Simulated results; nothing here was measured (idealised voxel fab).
process module | voxel ribs on slabs
cross-section cut | 150 nm wide | cells 5 nm
A cross-section is a grid of square cells, given in bands from the top down. A band is one or more rows of cells.
Each band's line starts with the height of the band's top and of its bottom, in nm. Then come its materials from left to right, each with its width in nm. One material with "throughout" fills the band from edge to edge. "air" is empty space.
Height 0 is the level under which the wafer as received is all one material. The lowest band goes on downwards, as in "0 down".
A width such as "30 to 40" changes by the same amount from each row of cells to the next, from the band's top row to its bottom row.
"no change" after a step means that no cell of the cross-section changed.
closed voids: empty space of 8 cells or more with no open way to the top, each as width x height at its distance from the left edge, in nm
after a step's settings: what the simulator itself notes on the step
overlay nm, on a step with a mask: how far to the right of its planned place the mask lay; to the left if negative
Each pair below shows a cross-section before one step and the cross-section after it, down to the lowest band that changed. The line under each pair gives the step between them, with its settings. The pairs can come from different runs of this module on the same starting wafer, so a pair continues from the pair above only where its "before" says so.
before
  0 down: Si throughout
  closed voids: none
after
  20 to 0: SiO2 throughout
  below 0: unchanged
  closed voids: none
the step between: op DIRECTIONAL_DEP | material SiO2 | thk nm 20
before: the cross-section after the pair above
after
  35 to 20: polySi throughout
  below 20: unchanged
  closed voids: none
the step between: op DIRECTIONAL_DEP | material polySi | thk nm 15
before: the cross-section after the pair above
after
  55 to 35: air 60 | resist 25 | air 65
  below 35: unchanged
  closed voids: none
the step between: op PATTERN | tone cover | mask id RIB | material resist | width nm 25 | thk nm 20 | overlay nm 0
before: the cross-section after the pair above
after
  55 to 35: air 60 | resist 25 | air 65
  35 to 25: air 60 | polySi 25 | air 65
  below 25: unchanged
  closed voids: none
the step between: op DIRECTIONAL_ETCH | etch materials polySi | depth nm 10
before: the cross-section after the pair above
after
  35 to 25: air 60 | polySi 25 | air 65
  below 25: unchanged
  closed voids: none
the step between: op STRIP | etch materials resist
before: the cross-section after the pair above
after
  55 to 35: air 30 | resist 85 | air 35
  35 to 25: air 30 | resist 30 | polySi 25 | resist 30 | air 35
  below 25: unchanged
  closed voids: none
the step between: op PATTERN | tone cover | mask id SLAB | material resist | width nm 85 | thk nm 20 | overlay nm 0
before: the cross-section after the pair above
after
  55 to 35: air 30 | resist 85 | air 35
  35 to 25: air 30 | resist 30 | polySi 25 | resist 30 | air 35
  25 to 20: air 30 | polySi 85 | air 35
  below 20: unchanged
  closed voids: none
the step between: op DIRECTIONAL_ETCH | etch materials polySi | depth nm 5
before: the cross-section after the pair above
after
  35 to 25: air 60 | polySi 25 | air 65
  below 25: unchanged
  closed voids: none
the step between: op STRIP | etch materials resist
before: the cross-section after the pair above
after
  55 to 35: SiO2 throughout
  35 to 25: SiO2 60 | polySi 25 | SiO2 65
  25 to 20: SiO2 30 | polySi 85 | SiO2 35
  below 20: unchanged
  closed voids: none
the step between: op FILL_DEP | material SiO2 | thk nm 20
before: the cross-section after the pair above
after
  45 to 35: SiO2 throughout
  below 35: unchanged
  closed voids: none
the step between: op CMP | height nm 45
before: the cross-section after the pair above
after
  55 to 45: W throughout
  below 45: unchanged
  closed voids: none
the step between: op DIRECTIONAL_DEP | material W | thk nm 10
before: the cross-section after the pair above
after
  55 to 45: air 55 | W 35 | air 60
  below 45: unchanged
  closed voids: none
the step between: op MASKED_ETCH | tone cover | mask id HEATER | width nm 35 | etch materials W | depth nm 10 | overlay nm 0
before: the cross-section after the pair above
after
  65 to 55: air 45 | SiN 55 | air 50
  55 to 45: SiN 55 | W 35 | SiN 60
  below 45: unchanged
  closed voids: none
the step between: op CONFORMAL_DEP | material SiN | thk nm 10
before
  35 to 20: polySi throughout
  20 to 0: SiO2 throughout
  0 down: Si throughout
  closed voids: none
after
  50 to 20: polySi throughout
  below 20: unchanged
  closed voids: none
the step between: op DIRECTIONAL_DEP | material polySi | thk nm 15
before: the cross-section after the pair above
after
  70 to 50: air 60 | resist 25 | air 65
  below 50: unchanged
  closed voids: none
the step between: op PATTERN | tone cover | mask id RIB | material resist | width nm 25 | thk nm 20 | overlay nm 0
before: the cross-section after the pair above
after
  70 to 50: air 60 | resist 25 | air 65
  50 to 40: air 60 | polySi 25 | air 65
  below 40: unchanged
  closed voids: none
the step between: op DIRECTIONAL_ETCH | etch materials polySi | depth nm 10
before: the cross-section after the pair above
after
  50 to 40: air 60 | polySi 25 | air 65
  below 40: unchanged
  closed voids: none
the step between: op STRIP | etch materials resist
before: the cross-section after the pair above
after
  70 to 50: air 30 | resist 85 | air 35
  50 to 40: air 30 | resist 30 | polySi 25 | resist 30 | air 35
  below 40: unchanged
  closed voids: none
the step between: op PATTERN | tone cover | mask id SLAB | material resist | width nm 85 | thk nm 20 | overlay nm 0
before: the cross-section after the pair above
after
  70 to 50: air 30 | resist 85 | air 35
  50 to 40: air 30 | resist 30 | polySi 25 | resist 30 | air 35
  40 to 35: air 30 | polySi 85 | air 35
  below 35: unchanged
  closed voids: none
the step between: op DIRECTIONAL_ETCH | etch materials polySi | depth nm 5
before: the cross-section after the pair above
after
  50 to 40: air 60 | polySi 25 | air 65
  below 40: unchanged
  closed voids: none
the step between: op STRIP | etch materials resist
before: the cross-section after the pair above
after
  70 to 50: SiO2 throughout
  50 to 40: SiO2 60 | polySi 25 | SiO2 65
  40 to 35: SiO2 30 | polySi 85 | SiO2 35
  below 35: unchanged
  closed voids: none
the step between: op FILL_DEP | material SiO2 | thk nm 20
before: the cross-section after the pair above
after
  45 to 35: SiO2 60 to 30 | polySi 25 to 85 | SiO2 65 to 35
  below 35: unchanged
  closed voids: none
the step between: op CMP | height nm 45
before: the cross-section after the pair above
after
  55 to 45: W throughout
  below 45: unchanged
  closed voids: none
the step between: op DIRECTIONAL_DEP | material W | thk nm 10
before: the cross-section after the pair above
after
  55 to 45: air 55 | W 35 | air 60
  below 45: unchanged
  closed voids: none
the step between: op MASKED_ETCH | tone cover | mask id HEATER | width nm 35 | etch materials W | depth nm 10 | overlay nm 0
before: the cross-section after the pair above
after
  65 to 55: air 45 | SiN 55 | air 50
  55 to 45: SiN 55 | W 35 | SiN 60
  below 45: unchanged
  closed voids: none
the step between: op CONFORMAL_DEP | material SiN | thk nm 10
before
  20 to 0: SiO2 throughout
  0 down: Si throughout
  closed voids: none
after
  40 to 20: air 60 | resist 25 | air 65
  below 20: unchanged
  closed voids: none
the step between: op PATTERN | tone cover | mask id RIB | material resist | width nm 25 | thk nm 20 | overlay nm 0
before: the cross-section after the pair above
after
  55 to 40: air 60 | polySi 25 | air 65
  40 to 35: air 60 | resist 25 | air 65
  35 to 20: polySi 60 | resist 25 | polySi 65
  below 20: unchanged
  closed voids: none
the step between: op DIRECTIONAL_DEP | material polySi | thk nm 15
before: the cross-section after the pair above
after
  45 to 40: air 60 | polySi 25 | air 65
  40 to 25: air 60 | resist 25 | air 65
  below 25: unchanged
  closed voids: none
the step between: op DIRECTIONAL_ETCH | etch materials polySi | depth nm 10
before: the cross-section after the pair above
after
  25 to 20: polySi 60 | air 25 | polySi 65
  below 20: unchanged
  closed voids: none
the step between: op STRIP | etch materials resist
before: the cross-section after the pair above
after
  45 to 25: air 30 | resist 85 | air 35
  25 to 20: polySi 60 | resist 25 | polySi 65
  below 20: unchanged
  closed voids: none
the step between: op PATTERN | tone cover | mask id SLAB | material resist | width nm 85 | thk nm 20 | overlay nm 0
before: the cross-section after the pair above
after
  45 to 25: air 30 | resist 85 | air 35
  25 to 20: air 30 | polySi 30 | resist 25 | polySi 30 | air 35
  below 20: unchanged
  closed voids: none
the step between: op DIRECTIONAL_ETCH | etch materials polySi | depth nm 5
before: the cross-section after the pair above
after
  25 to 20: air 30 | polySi 30 | air 25 | polySi 30 | air 35
  below 20: unchanged
  closed voids: none
the step between: op STRIP | etch materials resist
before: the cross-section after the pair above
after
  45 to 25: SiO2 throughout
  25 to 20: SiO2 30 | polySi 30 | SiO2 25 | polySi 30 | SiO2 35
  below 20: unchanged
  closed voids: none
the step between: op FILL_DEP | material SiO2 | thk nm 20
before: the cross-section after the pair above
after
  55 to 45: W throughout
  below 45: unchanged
  closed voids: none
the step between: op DIRECTIONAL_DEP | material W | thk nm 10
before: the cross-section after the pair above
after
  55 to 45: air 55 | W 35 | air 60
  below 45: unchanged
  closed voids: none
the step between: op MASKED_ETCH | tone cover | mask id HEATER | width nm 35 | etch materials W | depth nm 10 | overlay nm 0
before: the cross-section after the pair above
after
  65 to 55: air 45 | SiN 55 | air 50
  55 to 45: SiN 55 | W 35 | SiN 60
  below 45: unchanged
  closed voids: none
the step between: op CONFORMAL_DEP | material SiN | thk nm 10
before
  45 to 35: SiO2 throughout
  35 to 25: SiO2 60 | polySi 25 | SiO2 65
  25 to 20: SiO2 30 | polySi 85 | SiO2 35
  20 to 0: SiO2 throughout
  0 down: Si throughout
  closed voids: none
after
  50 to 45: W throughout
  below 45: unchanged
  closed voids: none
the step between: op DIRECTIONAL_DEP | material W | thk nm 5
before: the cross-section after the pair above
after
  50 to 45: air 55 | W 35 | air 60
  below 45: unchanged
  closed voids: none
the step between: op MASKED_ETCH | tone cover | mask id HEATER | width nm 35 | etch materials W | depth nm 10 | overlay nm 0
before: the cross-section after the pair above
after
  60 to 55: air 45 | SiN 55 | air 50
  55 to 50: SiN throughout
  50 to 45: SiN 55 | W 35 | SiN 60
  below 45: unchanged
  closed voids: none
the step between: op CONFORMAL_DEP | material SiN | thk nm 10
before
  55 to 45: W throughout
  45 to 35: SiO2 throughout
  35 to 25: SiO2 60 | polySi 25 | SiO2 65
  25 to 20: SiO2 30 | polySi 85 | SiO2 35
  20 to 0: SiO2 throughout
  0 down: Si throughout
  closed voids: none
after
  55 to 45: air 55 | W 40 | air 55
  below 45: unchanged
  closed voids: none
the step between: op MASKED_ETCH | tone cover | mask id HEATER | width nm 40 | etch materials W | depth nm 10 | overlay nm 0
before: the cross-section after the pair above
after
  65 to 55: air 45 | SiN 60 | air 45
  55 to 45: SiN 55 | W 40 | SiN 55
  below 45: unchanged
  closed voids: none
the step between: op CONFORMAL_DEP | material SiN | thk nm 10
before
  35 to 25: air 60 | polySi 25 | air 65
  25 to 20: polySi throughout
  20 to 0: SiO2 throughout
  0 down: Si throughout
  closed voids: none
after
  55 to 35: air 20 | resist 85 | air 45
  35 to 25: air 20 | resist 40 | polySi 25 | resist 20 | air 45
  below 25: unchanged
  closed voids: none
the step between: op PATTERN | tone cover | mask id SLAB | material resist | width nm 85 | thk nm 20 | overlay nm -10
before: the cross-section after the pair above
after
  55 to 35: air 20 | resist 85 | air 45
  35 to 25: air 20 | resist 40 | polySi 25 | resist 20 | air 45
  25 to 20: air 20 | polySi 85 | air 45
  below 20: unchanged
  closed voids: none
the step between: op DIRECTIONAL_ETCH | etch materials polySi | depth nm 5
before: the cross-section after the pair above
after
  35 to 25: air 60 | polySi 25 | air 65
  below 25: unchanged
  closed voids: none
the step between: op STRIP | etch materials resist
before: the cross-section after the pair above
after
  55 to 35: SiO2 throughout
  35 to 25: SiO2 60 | polySi 25 | SiO2 65
  25 to 20: SiO2 20 | polySi 85 | SiO2 45
  below 20: unchanged
  closed voids: none
the step between: op FILL_DEP | material SiO2 | thk nm 20
before: the cross-section after the pair above
after
  45 to 35: SiO2 throughout
  below 35: unchanged
  closed voids: none
the step between: op CMP | height nm 45
before: the cross-section after the pair above
after
  55 to 45: W throughout
  below 45: unchanged
  closed voids: none
the step between: op DIRECTIONAL_DEP | material W | thk nm 10
before: the cross-section after the pair above
after
  55 to 45: air 55 | W 35 | air 60
  below 45: unchanged
  closed voids: none
the step between: op MASKED_ETCH | tone cover | mask id HEATER | width nm 35 | etch materials W | depth nm 10 | overlay nm 0
before: the cross-section after the pair above
after
  65 to 55: air 45 | SiN 55 | air 50
  55 to 45: SiN 55 | W 35 | SiN 60
  below 45: unchanged
  closed voids: none
the step between: op CONFORMAL_DEP | material SiN | thk nm 10
before
  55 to 45: air 55 | W 35 | air 60
  45 to 35: SiO2 throughout
  35 to 25: SiO2 60 | polySi 25 | SiO2 65
  25 to 20: SiO2 30 | polySi 85 | SiO2 35
  20 to 0: SiO2 throughout
  0 down: Si throughout
  closed voids: none
after
  65 to 55: air 45 | SiO2 55 | air 50
  55 to 45: SiO2 55 | W 35 | SiO2 60
  below 45: unchanged
  closed voids: none
the step between: op CONFORMAL_DEP | material SiO2 | thk nm 10
before
  55 to 45: W throughout
  45 to 35: SiO2 throughout
  35 to 25: SiO2 60 | polySi 25 | SiO2 65
  25 to 20: SiO2 30 | polySi 85 | SiO2 35
  20 to 0: SiO2 throughout
  0 down: Si throughout
  closed voids: none
after
  55 to 45: W 55 | air 35 | W 60
  below 45: unchanged
  closed voids: none
the step between: op MASKED_ETCH | tone open | mask id HEATER | width nm 35 | etch materials W | depth nm 10 | overlay nm 0
before: the cross-section after the pair above
after
  65 to 55: SiN 65 | air 15 | SiN 70
  55 to 45: W 55 | SiN 35 | W 60
  below 45: unchanged
  closed voids: none
the step between: op CONFORMAL_DEP | material SiN | thk nm 10
